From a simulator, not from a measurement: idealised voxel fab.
Module name: voxel quadruple lines (process module)
The cross-section on display is named cut; it measures 215 nm wide, and its cells are 5 nm squares.
Square cells in a grid make up a cross-section in this document, and the grid is given as bands, listed from the top down, each one or more rows of cells.
First you get the band's top height and its bottom height, in nm, and then the materials it's made of, left to right, with each width in nm. If you see a single material with "edge to edge", that one covers the band edge to edge. "blank" is empty space.
It should be noted that heights are counted from 0, beneath which the wafer as supplied is of one material throughout, and that the lowest band possesses no lower boundary but continues downward, as written in "z 0 and below".
The notation "30 to 40" denotes a width that varies across the rows of cells in the band, beginning at the first number in the top row, finishing at the second number in the bottom row, and changing by an identical amount from each row to the next.
For the purposes of this document, the phrase "everything unchanged" attached to a step denotes that no cell within the cross-section was modified by that step.
The entry titled "Entrapped void list" provides the empty spaces that have no open way to the top, restricted to those of 8 cells or more. Each is presented as width x height at distance, the distance being measured from the left edge, with all three in nm.
Whatever follows a step's settings on its line is a remark the simulator itself makes about that step.
overlay nm, on a step with a mask: how far to the right of its planned place the mask lay; to the left if negative
Heads up before you read on: it's before/after pairs around one process step each, after side only down to the lowest band that changed, step plus settings under the pair. Pairs can be from different runs of this module, same starting wafer, so only chain a pair onto the one above if its "Cross-section, before" entry says so.
Cross-section, before
- z 0 and below = Si edge to edge
- Entrapped void list: none
Section, Post-Step
- z 5 to 0 = Al2O3 edge to edge
- For the remainder of the cross-section, below 0, there is no change.
- Entrapped void list: none
It is this step that lies between the two cross-sections above: CONFORMAL_DEP: material Al2O3, thk nm 5
Cross-section, before: starting point is the after cross-section of the pair just above.
Section, Post-Step
- z 20 to 5 = TiN edge to edge
- For the remainder of the cross-section, below 5, there is no change.
- Entrapped void list: none
It is this step that lies between the two cross-sections above: DIRECTIONAL_DEP: material TiN, thk nm 15
Cross-section, before: starting point is the after cross-section of the pair just above.
Section, Post-Step
- z 35 to 20 = polySi edge to edge
- For the remainder of the cross-section, below 20, there is no change.
- Entrapped void list: none
It is this step that lies between the two cross-sections above: DIRECTIONAL_DEP: material polySi, thk nm 15
Cross-section, before: starting point is the after cross-section of the pair just above.
Section, Post-Step
- z 55 to 35 = aC edge to edge
- For the remainder of the cross-section, below 35, there is no change.
- Entrapped void list: none
It is this step that lies between the two cross-sections above: DIRECTIONAL_DEP: material aC, thk nm 20
Cross-section, before: starting point is the after cross-section of the pair just above.
Section, Post-Step
- z 85 to 55 = 95 nm blank, 20 nm resist, 100 nm blank
- For the remainder of the cross-section, below 55, there is no change.
- Entrapped void list: none
It is this step that lies between the two cross-sections above: PATTERN: tone cover, mask id MANDREL, material resist, width nm 20, thk nm 30, overlay nm 0
Cross-section, before: starting point is the after cross-section of the pair just above.
Section, Post-Step
- z 65 to 55 = 95 nm blank, 20 nm resist, 100 nm blank
- z 55 to 35 = 95 nm blank, 20 nm aC, 100 nm blank
- For the remainder of the cross-section, below 35, there is no change.
- Entrapped void list: none
It is this step that lies between the two cross-sections above: DIRECTIONAL_ETCH: etch materials aC, depth nm 20
Cross-section, before: starting point is the after cross-section of the pair just above.
Section, Post-Step
- z 55 to 35 = 95 nm blank, 20 nm aC, 100 nm blank
- For the remainder of the cross-section, below 35, there is no change.
- Entrapped void list: none
It is this step that lies between the two cross-sections above: STRIP: etch materials resist
Cross-section, before: starting point is the after cross-section of the pair just above.
Section, Post-Step
- z 65 to 55 = 85 nm blank, 40 nm SiO2, 90 nm blank
- z 55 to 45 = 85 nm blank, 10 nm SiO2, 20 nm aC, 10 nm SiO2, 90 nm blank
- z 45 to 35 = 95 nm SiO2, 20 nm aC, 100 nm SiO2
- For the remainder of the cross-section, below 35, there is no change.
- Entrapped void list: none
It is this step that lies between the two cross-sections above: CONFORMAL_DEP: material SiO2, thk nm 10
Cross-section, before: starting point is the after cross-section of the pair just above.
Section, Post-Step
- z 55 to 35 = 85 nm blank, 10 nm SiO2, 20 nm aC, 10 nm SiO2, 90 nm blank
- For the remainder of the cross-section, below 35, there is no change.
- Entrapped void list: none
It is this step that lies between the two cross-sections above: DIRECTIONAL_ETCH: etch materials SiO2, depth nm 10
Cross-section, before: starting point is the after cross-section of the pair just above.
Section, Post-Step
- z 55 to 35 = 85 nm blank, 10 nm SiO2, 20 nm blank, 10 nm SiO2, 90 nm blank
- For the remainder of the cross-section, below 35, there is no change.
- Entrapped void list: none
It is this step that lies between the two cross-sections above: STRIP: etch materials aC
Cross-section, before: starting point is the after cross-section of the pair just above.
Section, Post-Step
- z 55 to 35 = 85 nm blank, 10 nm SiO2, 20 nm blank, 10 nm SiO2, 90 nm blank
- z 35 to 20 = 85 nm blank, 10 nm polySi, 20 nm blank, 10 nm polySi, 90 nm blank
- For the remainder of the cross-section, below 20, there is no change.
- Entrapped void list: none
It is this step that lies between the two cross-sections above: DIRECTIONAL_ETCH: etch materials polySi, depth nm 15
Cross-section, before: starting point is the after cross-section of the pair just above.
Section, Post-Step
- z 35 to 20 = 85 nm blank, 10 nm polySi, 20 nm blank, 10 nm polySi, 90 nm blank
- For the remainder of the cross-section, below 20, there is no change.
- Entrapped void list: none
It is this step that lies between the two cross-sections above: STRIP: etch materials SiO2
Cross-section, before: starting point is the after cross-section of the pair just above.
Section, Post-Step
- z 40 to 35 = 80 nm blank, 20 nm SiCN, 10 nm blank, 20 nm SiCN, 85 nm blank
- z 35 to 25 = 80 nm blank, 5 nm SiCN, 10 nm polySi, 5 nm SiCN, 10 nm blank, 5 nm SiCN, 10 nm polySi, 5 nm SiCN, 85 nm blank
- z 25 to 20 = 85 nm SiCN, 10 nm polySi, 20 nm SiCN, 10 nm polySi, 90 nm SiCN
- For the remainder of the cross-section, below 20, there is no change.
- Entrapped void list: none
It is this step that lies between the two cross-sections above: CONFORMAL_DEP: material SiCN, thk nm 5
Cross-section, before: starting point is the after cross-section of the pair just above.
Section, Post-Step
- z 35 to 20 = 80 nm blank, 5 nm SiCN, 10 nm polySi, 5 nm SiCN, 10 nm blank, 5 nm SiCN, 10 nm polySi, 5 nm SiCN, 85 nm blank
- For the remainder of the cross-section, below 20, there is no change.
- Entrapped void list: none
It is this step that lies between the two cross-sections above: DIRECTIONAL_ETCH: etch materials SiCN, depth nm 5
Cross-section, before: starting point is the after cross-section of the pair just above.
Section, Post-Step
- z 35 to 20 = 80 nm blank, 5 nm SiCN, 10 nm blank, 5 nm SiCN, 10 nm blank, 5 nm SiCN, 10 nm blank, 5 nm SiCN, 85 nm blank
- For the remainder of the cross-section, below 20, there is no change.
- Entrapped void list: none
It is this step that lies between the two cross-sections above: STRIP: etch materials polySi
Cross-section, before: starting point is the after cross-section of the pair just above.
Section, Post-Step
- z 35 to 20 = 80 nm blank, 5 nm SiCN, 10 nm blank, 5 nm SiCN, 10 nm blank, 5 nm SiCN, 10 nm blank, 5 nm SiCN, 85 nm blank
- z 20 to 5 = 80 nm blank, 5 nm TiN, 10 nm blank, 5 nm TiN, 10 nm blank, 5 nm TiN, 10 nm blank, 5 nm TiN, 85 nm blank
- For the remainder of the cross-section, below 5, there is no change.
- Entrapped void list: none
It is this step that lies between the two cross-sections above: DIRECTIONAL_ETCH: etch materials TiN, depth nm 15
Cross-section, before: starting point is the after cross-section of the pair just above.
Section, Post-Step
- z 20 to 5 = 80 nm blank, 5 nm TiN, 10 nm blank, 5 nm TiN, 10 nm blank, 5 nm TiN, 10 nm blank, 5 nm TiN, 85 nm blank
- For the remainder of the cross-section, below 5, there is no change.
- Entrapped void list: none
It is this step that lies between the two cross-sections above: STRIP: etch materials SiCN
Cross-section, before
- z 0 and below = Si edge to edge
- Entrapped void list: none
Section, Post-Step
- z 15 to 0 = TiN edge to edge
- For the remainder of the cross-section, below 0, there is no change.
- Entrapped void list: none
It is this step that lies between the two cross-sections above: DIRECTIONAL_DEP: material TiN, thk nm 15
Cross-section, before: starting point is the after cross-section of the pair just above.
Section, Post-Step
- z 30 to 15 = polySi edge to edge
- For the remainder of the cross-section, below 15, there is no change.
- Entrapped void list: none
It is this step that lies between the two cross-sections above: DIRECTIONAL_DEP: material polySi, thk nm 15
Cross-section, before: starting point is the after cross-section of the pair just above.
Section, Post-Step
- z 50 to 30 = aC edge to edge
- For the remainder of the cross-section, below 30, there is no change.
- Entrapped void list: none
It is this step that lies between the two cross-sections above: DIRECTIONAL_DEP: material aC, thk nm 20
Cross-section, before: starting point is the after cross-section of the pair just above.
Section, Post-Step
- z 80 to 50 = 95 nm blank, 20 nm resist, 100 nm blank
- For the remainder of the cross-section, below 50, there is no change.
- Entrapped void list: none
It is this step that lies between the two cross-sections above: PATTERN: tone cover, mask id MANDREL, material resist, width nm 20, thk nm 30, overlay nm 0
Cross-section, before: starting point is the after cross-section of the pair just above.
Section, Post-Step
- z 60 to 50 = 95 nm blank, 20 nm resist, 100 nm blank
- z 50 to 30 = 95 nm blank, 20 nm aC, 100 nm blank
- For the remainder of the cross-section, below 30, there is no change.
- Entrapped void list: none
It is this step that lies between the two cross-sections above: DIRECTIONAL_ETCH: etch materials aC, depth nm 20
Cross-section, before: starting point is the after cross-section of the pair just above.
Section, Post-Step
- z 50 to 30 = 95 nm blank, 20 nm aC, 100 nm blank
- For the remainder of the cross-section, below 30, there is no change.
- Entrapped void list: none
It is this step that lies between the two cross-sections above: STRIP: etch materials resist
Cross-section, before: starting point is the after cross-section of the pair just above.
Section, Post-Step
- z 60 to 50 = 85 nm blank, 40 nm SiO2, 90 nm blank
- z 50 to 40 = 85 nm blank, 10 nm SiO2, 20 nm aC, 10 nm SiO2, 90 nm blank
- z 40 to 30 = 95 nm SiO2, 20 nm aC, 100 nm SiO2
- For the remainder of the cross-section, below 30, there is no change.
- Entrapped void list: none
It is this step that lies between the two cross-sections above: CONFORMAL_DEP: material SiO2, thk nm 10
Cross-section, before: starting point is the after cross-section of the pair just above.
Section, Post-Step
- z 50 to 30 = 85 nm blank, 10 nm SiO2, 20 nm aC, 10 nm SiO2, 90 nm blank
- For the remainder of the cross-section, below 30, there is no change.
- Entrapped void list: none
It is this step that lies between the two cross-sections above: DIRECTIONAL_ETCH: etch materials SiO2, depth nm 10
Cross-section, before: starting point is the after cross-section of the pair just above.
Section, Post-Step
- z 50 to 30 = 85 nm blank, 10 nm SiO2, 20 nm blank, 10 nm SiO2, 90 nm blank
- For the remainder of the cross-section, below 30, there is no change.
- Entrapped void list: none
It is this step that lies between the two cross-sections above: STRIP: etch materials aC
Cross-section, before: starting point is the after cross-section of the pair just above.
Section, Post-Step
- z 50 to 30 = 85 nm blank, 10 nm SiO2, 20 nm blank, 10 nm SiO2, 90 nm blank
- z 30 to 15 = 85 nm blank, 10 nm polySi, 20 nm blank, 10 nm polySi, 90 nm blank
- For the remainder of the cross-section, below 15, there is no change.
- Entrapped void list: none
It is this step that lies between the two cross-sections above: DIRECTIONAL_ETCH: etch materials polySi, depth nm 15
Cross-section, before: starting point is the after cross-section of the pair just above.
Section, Post-Step
- z 30 to 15 = 85 nm blank, 10 nm polySi, 20 nm blank, 10 nm polySi, 90 nm blank
- For the remainder of the cross-section, below 15, there is no change.
- Entrapped void list: none
It is this step that lies between the two cross-sections above: STRIP: etch materials SiO2
Cross-section, before: starting point is the after cross-section of the pair just above.
Section, Post-Step
- z 35 to 30 = 80 nm blank, 20 nm SiCN, 10 nm blank, 20 nm SiCN, 85 nm blank
- z 30 to 20 = 80 nm blank, 5 nm SiCN, 10 nm polySi, 5 nm SiCN, 10 nm blank, 5 nm SiCN, 10 nm polySi, 5 nm SiCN, 85 nm blank
- z 20 to 15 = 85 nm SiCN, 10 nm polySi, 20 nm SiCN, 10 nm polySi, 90 nm SiCN
- For the remainder of the cross-section, below 15, there is no change.
- Entrapped void list: none
It is this step that lies between the two cross-sections above: CONFORMAL_DEP: material SiCN, thk nm 5
Cross-section, before: starting point is the after cross-section of the pair just above.
Section, Post-Step
- z 30 to 15 = 80 nm blank, 5 nm SiCN, 10 nm polySi, 5 nm SiCN, 10 nm blank, 5 nm SiCN, 10 nm polySi, 5 nm SiCN, 85 nm blank
- For the remainder of the cross-section, below 15, there is no change.
- Entrapped void list: none
It is this step that lies between the two cross-sections above: DIRECTIONAL_ETCH: etch materials SiCN, depth nm 5
Cross-section, before: starting point is the after cross-section of the pair just above.
Section, Post-Step
- z 30 to 15 = 80 nm blank, 5 nm SiCN, 10 nm blank, 5 nm SiCN, 10 nm blank, 5 nm SiCN, 10 nm blank, 5 nm SiCN, 85 nm blank
- For the remainder of the cross-section, below 15, there is no change.
- Entrapped void list: none
It is this step that lies between the two cross-sections above: STRIP: etch materials polySi
Cross-section, before: starting point is the after cross-section of the pair just above.
Section, Post-Step
- z 30 to 15 = 80 nm blank, 5 nm SiCN, 10 nm blank, 5 nm SiCN, 10 nm blank, 5 nm SiCN, 10 nm blank, 5 nm SiCN, 85 nm blank
- z 15 to 0 = 80 nm blank, 5 nm TiN, 10 nm blank, 5 nm TiN, 10 nm blank, 5 nm TiN, 10 nm blank, 5 nm TiN, 85 nm blank
- For the remainder of the cross-section, below 0, there is no change.
- Entrapped void list: none
It is this step that lies between the two cross-sections above: DIRECTIONAL_ETCH: etch materials TiN, depth nm 15
Cross-section, before: starting point is the after cross-section of the pair just above.
Section, Post-Step
- z 15 to 0 = 80 nm blank, 5 nm TiN, 10 nm blank, 5 nm TiN, 10 nm blank, 5 nm TiN, 10 nm blank, 5 nm TiN, 85 nm blank
- For the remainder of the cross-section, below 0, there is no change.
- Entrapped void list: none
It is this step that lies between the two cross-sections above: STRIP: etch materials SiCN
Cross-section, before
- z 20 to 5 = TiN edge to edge
- z 5 to 0 = Al2O3 edge to edge
- z 0 and below = Si edge to edge
- Entrapped void list: none
Section, Post-Step
- z 35 to 5 = TiN edge to edge
- For the remainder of the cross-section, below 5, there is no change.
- Entrapped void list: none
It is this step that lies between the two cross-sections above: DIRECTIONAL_DEP: material TiN, thk nm 15
Cross-section, before: starting point is the after cross-section of the pair just above.
Section, Post-Step
- z 50 to 35 = polySi edge to edge
- For the remainder of the cross-section, below 35, there is no change.
- Entrapped void list: none
It is this step that lies between the two cross-sections above: DIRECTIONAL_DEP: material polySi, thk nm 15
Cross-section, before: starting point is the after cross-section of the pair just above.
Section, Post-Step
- z 70 to 50 = aC edge to edge
- For the remainder of the cross-section, below 50, there is no change.
- Entrapped void list: none
It is this step that lies between the two cross-sections above: DIRECTIONAL_DEP: material aC, thk nm 20
Cross-section, before: starting point is the after cross-section of the pair just above.
Section, Post-Step
- z 100 to 70 = 95 nm blank, 20 nm resist, 100 nm blank
- For the remainder of the cross-section, below 70, there is no change.
- Entrapped void list: none
It is this step that lies between the two cross-sections above: PATTERN: tone cover, mask id MANDREL, material resist, width nm 20, thk nm 30, overlay nm 0
Cross-section, before: starting point is the after cross-section of the pair just above.
Section, Post-Step
- z 80 to 70 = 95 nm blank, 20 nm resist, 100 nm blank
- z 70 to 50 = 95 nm blank, 20 nm aC, 100 nm blank
- For the remainder of the cross-section, below 50, there is no change.
- Entrapped void list: none
It is this step that lies between the two cross-sections above: DIRECTIONAL_ETCH: etch materials aC, depth nm 20
Cross-section, before: starting point is the after cross-section of the pair just above.
Section, Post-Step
- z 70 to 50 = 95 nm blank, 20 nm aC, 100 nm blank
- For the remainder of the cross-section, below 50, there is no change.
- Entrapped void list: none
It is this step that lies between the two cross-sections above: STRIP: etch materials resist
Cross-section, before: starting point is the after cross-section of the pair just above.
Section, Post-Step
- z 80 to 70 = 85 nm blank, 40 nm SiO2, 90 nm blank
- z 70 to 60 = 85 nm blank, 10 nm SiO2, 20 nm aC, 10 nm SiO2, 90 nm blank
- z 60 to 50 = 95 nm SiO2, 20 nm aC, 100 nm SiO2
- For the remainder of the cross-section, below 50, there is no change.
- Entrapped void list: none
It is this step that lies between the two cross-sections above: CONFORMAL_DEP: material SiO2, thk nm 10
Cross-section, before: starting point is the after cross-section of the pair just above.
Section, Post-Step
- z 70 to 50 = 85 nm blank, 10 nm SiO2, 20 nm aC, 10 nm SiO2, 90 nm blank
- For the remainder of the cross-section, below 50, there is no change.
- Entrapped void list: none
It is this step that lies between the two cross-sections above: DIRECTIONAL_ETCH: etch materials SiO2, depth nm 10
Cross-section, before: starting point is the after cross-section of the pair just above.
Section, Post-Step
- z 70 to 50 = 85 nm blank, 10 nm SiO2, 20 nm blank, 10 nm SiO2, 90 nm blank
- For the remainder of the cross-section, below 50, there is no change.
- Entrapped void list: none
It is this step that lies between the two cross-sections above: STRIP: etch materials aC
Cross-section, before: starting point is the after cross-section of the pair just above.
Section, Post-Step
- z 70 to 50 = 85 nm blank, 10 nm SiO2, 20 nm blank, 10 nm SiO2, 90 nm blank
- z 50 to 35 = 85 nm blank, 10 nm polySi, 20 nm blank, 10 nm polySi, 90 nm blank
- For the remainder of the cross-section, below 35, there is no change.
- Entrapped void list: none
It is this step that lies between the two cross-sections above: DIRECTIONAL_ETCH: etch materials polySi, depth nm 15
Cross-section, before: starting point is the after cross-section of the pair just above.
Section, Post-Step
- z 50 to 35 = 85 nm blank, 10 nm polySi, 20 nm blank, 10 nm polySi, 90 nm blank
- For the remainder of the cross-section, below 35, there is no change.
- Entrapped void list: none
It is this step that lies between the two cross-sections above: STRIP: etch materials SiO2
Cross-section, before: starting point is the after cross-section of the pair just above.
Section, Post-Step
- z 55 to 50 = 80 nm blank, 20 nm SiCN, 10 nm blank, 20 nm SiCN, 85 nm blank
- z 50 to 40 = 80 nm blank, 5 nm SiCN, 10 nm polySi, 5 nm SiCN, 10 nm blank, 5 nm SiCN, 10 nm polySi, 5 nm SiCN, 85 nm blank
- z 40 to 35 = 85 nm SiCN, 10 nm polySi, 20 nm SiCN, 10 nm polySi, 90 nm SiCN
- For the remainder of the cross-section, below 35, there is no change.
- Entrapped void list: none
It is this step that lies between the two cross-sections above: CONFORMAL_DEP: material SiCN, thk nm 5
Cross-section, before: starting point is the after cross-section of the pair just above.
Section, Post-Step
- z 50 to 35 = 80 nm blank, 5 nm SiCN, 10 nm polySi, 5 nm SiCN, 10 nm blank, 5 nm SiCN, 10 nm polySi, 5 nm SiCN, 85 nm blank
- For the remainder of the cross-section, below 35, there is no change.
- Entrapped void list: none
It is this step that lies between the two cross-sections above: DIRECTIONAL_ETCH: etch materials SiCN, depth nm 5
Cross-section, before: starting point is the after cross-section of the pair just above.
Section, Post-Step
- z 50 to 35 = 80 nm blank, 5 nm SiCN, 10 nm blank, 5 nm SiCN, 10 nm blank, 5 nm SiCN, 10 nm blank, 5 nm SiCN, 85 nm blank
- For the remainder of the cross-section, below 35, there is no change.
- Entrapped void list: none
It is this step that lies between the two cross-sections above: STRIP: etch materials polySi
Cross-section, before: starting point is the after cross-section of the pair just above.
Section, Post-Step
- z 50 to 35 = 80 nm blank, 5 nm SiCN, 10 nm blank, 5 nm SiCN, 10 nm blank, 5 nm SiCN, 10 nm blank, 5 nm SiCN, 85 nm blank
- z 35 to 20 = 80 nm blank, 5 nm TiN, 10 nm blank, 5 nm TiN, 10 nm blank, 5 nm TiN, 10 nm blank, 5 nm TiN, 85 nm blank
- For the remainder of the cross-section, below 20, there is no change.
- Entrapped void list: none
It is this step that lies between the two cross-sections above: DIRECTIONAL_ETCH: etch materials TiN, depth nm 15
Cross-section, before: starting point is the after cross-section of the pair just above.
Section, Post-Step
- z 35 to 20 = 80 nm blank, 5 nm TiN, 10 nm blank, 5 nm TiN, 10 nm blank, 5 nm TiN, 10 nm blank, 5 nm TiN, 85 nm blank
- For the remainder of the cross-section, below 20, there is no change.
- Entrapped void list: none
It is this step that lies between the two cross-sections above: STRIP: etch materials SiCN
Cross-section, before
- z 5 to 0 = Al2O3 edge to edge
- z 0 and below = Si edge to edge
- Entrapped void list: none
Section, Post-Step
- z 20 to 5 = polySi edge to edge
- For the remainder of the cross-section, below 5, there is no change.
- Entrapped void list: none
It is this step that lies between the two cross-sections above: DIRECTIONAL_DEP: material polySi, thk nm 15
Cross-section, before: starting point is the after cross-section of the pair just above.
Section, Post-Step
- z 35 to 20 = TiN edge to edge
- For the remainder of the cross-section, below 20, there is no change.
- Entrapped void list: none
It is this step that lies between the two cross-sections above: DIRECTIONAL_DEP: material TiN, thk nm 15
Cross-section, before: starting point is the after cross-section of the pair just above.
Section, Post-Step
- z 55 to 35 = aC edge to edge
- For the remainder of the cross-section, below 35, there is no change.
- Entrapped void list: none
It is this step that lies between the two cross-sections above: DIRECTIONAL_DEP: material aC, thk nm 20
Cross-section, before: starting point is the after cross-section of the pair just above.
Section, Post-Step
- z 85 to 55 = 95 nm blank, 20 nm resist, 100 nm blank
- For the remainder of the cross-section, below 55, there is no change.
- Entrapped void list: none
It is this step that lies between the two cross-sections above: PATTERN: tone cover, mask id MANDREL, material resist, width nm 20, thk nm 30, overlay nm 0
Cross-section, before: starting point is the after cross-section of the pair just above.
Section, Post-Step
- z 65 to 55 = 95 nm blank, 20 nm resist, 100 nm blank
- z 55 to 35 = 95 nm blank, 20 nm aC, 100 nm blank
- For the remainder of the cross-section, below 35, there is no change.
- Entrapped void list: none
It is this step that lies between the two cross-sections above: DIRECTIONAL_ETCH: etch materials aC, depth nm 20
Cross-section, before: starting point is the after cross-section of the pair just above.
Section, Post-Step
- z 55 to 35 = 95 nm blank, 20 nm aC, 100 nm blank
- For the remainder of the cross-section, below 35, there is no change.
- Entrapped void list: none
It is this step that lies between the two cross-sections above: STRIP: etch materials resist
Cross-section, before: starting point is the after cross-section of the pair just above.
Section, Post-Step
- z 65 to 55 = 85 nm blank, 40 nm SiO2, 90 nm blank
- z 55 to 45 = 85 nm blank, 10 nm SiO2, 20 nm aC, 10 nm SiO2, 90 nm blank
- z 45 to 35 = 95 nm SiO2, 20 nm aC, 100 nm SiO2
- For the remainder of the cross-section, below 35, there is no change.
- Entrapped void list: none
It is this step that lies between the two cross-sections above: CONFORMAL_DEP: material SiO2, thk nm 10
Cross-section, before: starting point is the after cross-section of the pair just above.
Section, Post-Step
- z 55 to 35 = 85 nm blank, 10 nm SiO2, 20 nm aC, 10 nm SiO2, 90 nm blank
- For the remainder of the cross-section, below 35, there is no change.
- Entrapped void list: none
It is this step that lies between the two cross-sections above: DIRECTIONAL_ETCH: etch materials SiO2, depth nm 10
Cross-section, before: starting point is the after cross-section of the pair just above.
Section, Post-Step
- z 55 to 35 = 85 nm blank, 10 nm SiO2, 20 nm blank, 10 nm SiO2, 90 nm blank
- For the remainder of the cross-section, below 35, there is no change.
- Entrapped void list: none
It is this step that lies between the two cross-sections above: STRIP: etch materials aC
Cross-section, before: starting point is the after cross-section of the pair just above.
Section, Post-Step
- z 35 to 20 = TiN edge to edge
- For the remainder of the cross-section, below 20, there is no change.
- Entrapped void list: none
It is this step that lies between the two cross-sections above: STRIP: etch materials SiO2
Cross-section, before: starting point is the after cross-section of the pair just above.
Section, Post-Step
- z 40 to 35 = SiCN edge to edge
- For the remainder of the cross-section, below 35, there is no change.
- Entrapped void list: none
It is this step that lies between the two cross-sections above: CONFORMAL_DEP: material SiCN, thk nm 5
Cross-section, before: starting point is the after cross-section of the pair just above.
Section, Post-Step
- z 35 to 20 = TiN edge to edge
- For the remainder of the cross-section, below 20, there is no change.
- Entrapped void list: none
It is this step that lies between the two cross-sections above: DIRECTIONAL_ETCH: etch materials SiCN, depth nm 5
Cross-section, before: starting point is the after cross-section of the pair just above.
Section, Post-Step
- z 20 to 5 = polySi edge to edge
- For the remainder of the cross-section, below 5, there is no change.
- Entrapped void list: none
It is this step that lies between the two cross-sections above: DIRECTIONAL_ETCH: etch materials TiN, depth nm 15
Cross-section, before
- z 5 to 0 = Al2O3 edge to edge
- z 0 and below = Si edge to edge
- Entrapped void list: none
Section, Post-Step
- z 25 to 5 = TiN edge to edge
- For the remainder of the cross-section, below 5, there is no change.
- Entrapped void list: none
It is this step that lies between the two cross-sections above: DIRECTIONAL_DEP: material TiN, thk nm 20
Cross-section, before: starting point is the after cross-section of the pair just above.
Section, Post-Step
- z 40 to 25 = polySi edge to edge
- For the remainder of the cross-section, below 25, there is no change.
- Entrapped void list: none
It is this step that lies between the two cross-sections above: DIRECTIONAL_DEP: material polySi, thk nm 15
Cross-section, before: starting point is the after cross-section of the pair just above.
Section, Post-Step
- z 60 to 40 = aC edge to edge
- For the remainder of the cross-section, below 40, there is no change.
- Entrapped void list: none
It is this step that lies between the two cross-sections above: DIRECTIONAL_DEP: material aC, thk nm 20
Cross-section, before: starting point is the after cross-section of the pair just above.
Section, Post-Step
- z 90 to 60 = 95 nm blank, 20 nm resist, 100 nm blank
- For the remainder of the cross-section, below 60, there is no change.
- Entrapped void list: none
It is this step that lies between the two cross-sections above: PATTERN: tone cover, mask id MANDREL, material resist, width nm 20, thk nm 30, overlay nm 0
Cross-section, before: starting point is the after cross-section of the pair just above.
Section, Post-Step
- z 70 to 60 = 95 nm blank, 20 nm resist, 100 nm blank
- z 60 to 40 = 95 nm blank, 20 nm aC, 100 nm blank
- For the remainder of the cross-section, below 40, there is no change.
- Entrapped void list: none
It is this step that lies between the two cross-sections above: DIRECTIONAL_ETCH: etch materials aC, depth nm 20
Cross-section, before: starting point is the after cross-section of the pair just above.
Section, Post-Step
- z 60 to 40 = 95 nm blank, 20 nm aC, 100 nm blank
- For the remainder of the cross-section, below 40, there is no change.
- Entrapped void list: none
It is this step that lies between the two cross-sections above: STRIP: etch materials resist
Cross-section, before: starting point is the after cross-section of the pair just above.
Section, Post-Step
- z 70 to 60 = 85 nm blank, 40 nm SiO2, 90 nm blank
- z 60 to 50 = 85 nm blank, 10 nm SiO2, 20 nm aC, 10 nm SiO2, 90 nm blank
- z 50 to 40 = 95 nm SiO2, 20 nm aC, 100 nm SiO2
- For the remainder of the cross-section, below 40, there is no change.
- Entrapped void list: none
It is this step that lies between the two cross-sections above: CONFORMAL_DEP: material SiO2, thk nm 10
Cross-section, before: starting point is the after cross-section of the pair just above.
Section, Post-Step
- z 60 to 40 = 85 nm blank, 10 nm SiO2, 20 nm aC, 10 nm SiO2, 90 nm blank
- For the remainder of the cross-section, below 40, there is no change.
- Entrapped void list: none
It is this step that lies between the two cross-sections above: DIRECTIONAL_ETCH: etch materials SiO2, depth nm 10
Cross-section, before: starting point is the after cross-section of the pair just above.
Section, Post-Step
- z 60 to 40 = 85 nm blank, 10 nm SiO2, 20 nm blank, 10 nm SiO2, 90 nm blank
- For the remainder of the cross-section, below 40, there is no change.
- Entrapped void list: none
It is this step that lies between the two cross-sections above: STRIP: etch materials aC
Cross-section, before: starting point is the after cross-section of the pair just above.
Section, Post-Step
- z 60 to 40 = 85 nm blank, 10 nm SiO2, 20 nm blank, 10 nm SiO2, 90 nm blank
- z 40 to 25 = 85 nm blank, 10 nm polySi, 20 nm blank, 10 nm polySi, 90 nm blank
- For the remainder of the cross-section, below 25, there is no change.
- Entrapped void list: none
It is this step that lies between the two cross-sections above: DIRECTIONAL_ETCH: etch materials polySi, depth nm 15
Cross-section, before: starting point is the after cross-section of the pair just above.
Section, Post-Step
- z 40 to 25 = 85 nm blank, 10 nm polySi, 20 nm blank, 10 nm polySi, 90 nm blank
- For the remainder of the cross-section, below 25, there is no change.
- Entrapped void list: none
It is this step that lies between the two cross-sections above: STRIP: etch materials SiO2
Cross-section, before: starting point is the after cross-section of the pair just above.
Section, Post-Step
- z 45 to 40 = 80 nm blank, 20 nm SiCN, 10 nm blank, 20 nm SiCN, 85 nm blank
- z 40 to 30 = 80 nm blank, 5 nm SiCN, 10 nm polySi, 5 nm SiCN, 10 nm blank, 5 nm SiCN, 10 nm polySi, 5 nm SiCN, 85 nm blank
- z 30 to 25 = 85 nm SiCN, 10 nm polySi, 20 nm SiCN, 10 nm polySi, 90 nm SiCN
- For the remainder of the cross-section, below 25, there is no change.
- Entrapped void list: none
It is this step that lies between the two cross-sections above: CONFORMAL_DEP: material SiCN, thk nm 5
Cross-section, before: starting point is the after cross-section of the pair just above.
Section, Post-Step
- z 40 to 25 = 80 nm blank, 5 nm SiCN, 10 nm polySi, 5 nm SiCN, 10 nm blank, 5 nm SiCN, 10 nm polySi, 5 nm SiCN, 85 nm blank
- For the remainder of the cross-section, below 25, there is no change.
- Entrapped void list: none
It is this step that lies between the two cross-sections above: DIRECTIONAL_ETCH: etch materials SiCN, depth nm 5
Cross-section, before: starting point is the after cross-section of the pair just above.
Section, Post-Step
- z 40 to 25 = 80 nm blank, 5 nm SiCN, 10 nm blank, 5 nm SiCN, 10 nm blank, 5 nm SiCN, 10 nm blank, 5 nm SiCN, 85 nm blank
- For the remainder of the cross-section, below 25, there is no change.
- Entrapped void list: none
It is this step that lies between the two cross-sections above: STRIP: etch materials polySi
Cross-section, before: starting point is the after cross-section of the pair just above.
Section, Post-Step
- z 40 to 25 = 80 nm blank, 5 nm SiCN, 10 nm blank, 5 nm SiCN, 10 nm blank, 5 nm SiCN, 10 nm blank, 5 nm SiCN, 85 nm blank
- z 25 to 10 = 80 nm blank, 5 nm TiN, 10 nm blank, 5 nm TiN, 10 nm blank, 5 nm TiN, 10 nm blank, 5 nm TiN, 85 nm blank
- For the remainder of the cross-section, below 10, there is no change.
- Entrapped void list: none
It is this step that lies between the two cross-sections above: DIRECTIONAL_ETCH: etch materials TiN, depth nm 15
Cross-section, before: starting point is the after cross-section of the pair just above.
Section, Post-Step
- z 25 to 10 = 80 nm blank, 5 nm TiN, 10 nm blank, 5 nm TiN, 10 nm blank, 5 nm TiN, 10 nm blank, 5 nm TiN, 85 nm blank
- For the remainder of the cross-section, below 10, there is no change.
- Entrapped void list: none
It is this step that lies between the two cross-sections above: STRIP: etch materials SiCN
Cross-section, before
- z 55 to 35 = aC edge to edge
- z 35 to 20 = polySi edge to edge
- z 20 to 5 = TiN edge to edge
- z 5 to 0 = Al2O3 edge to edge
- z 0 and below = Si edge to edge
- Entrapped void list: none
Section, Post-Step
- z 85 to 55 = 100 nm blank, 15 nm resist, 100 nm blank
- For the remainder of the cross-section, below 55, there is no change.
- Entrapped void list: none
It is this step that lies between the two cross-sections above: PATTERN: tone cover, mask id MANDREL, material resist, width nm 15, thk nm 30, overlay nm 0
Cross-section, before: starting point is the after cross-section of the pair just above.
Section, Post-Step
- z 65 to 55 = 100 nm blank, 15 nm resist, 100 nm blank
- z 55 to 35 = 100 nm blank, 15 nm aC, 100 nm blank
- For the remainder of the cross-section, below 35, there is no change.
- Entrapped void list: none
It is this step that lies between the two cross-sections above: DIRECTIONAL_ETCH: etch materials aC, depth nm 20
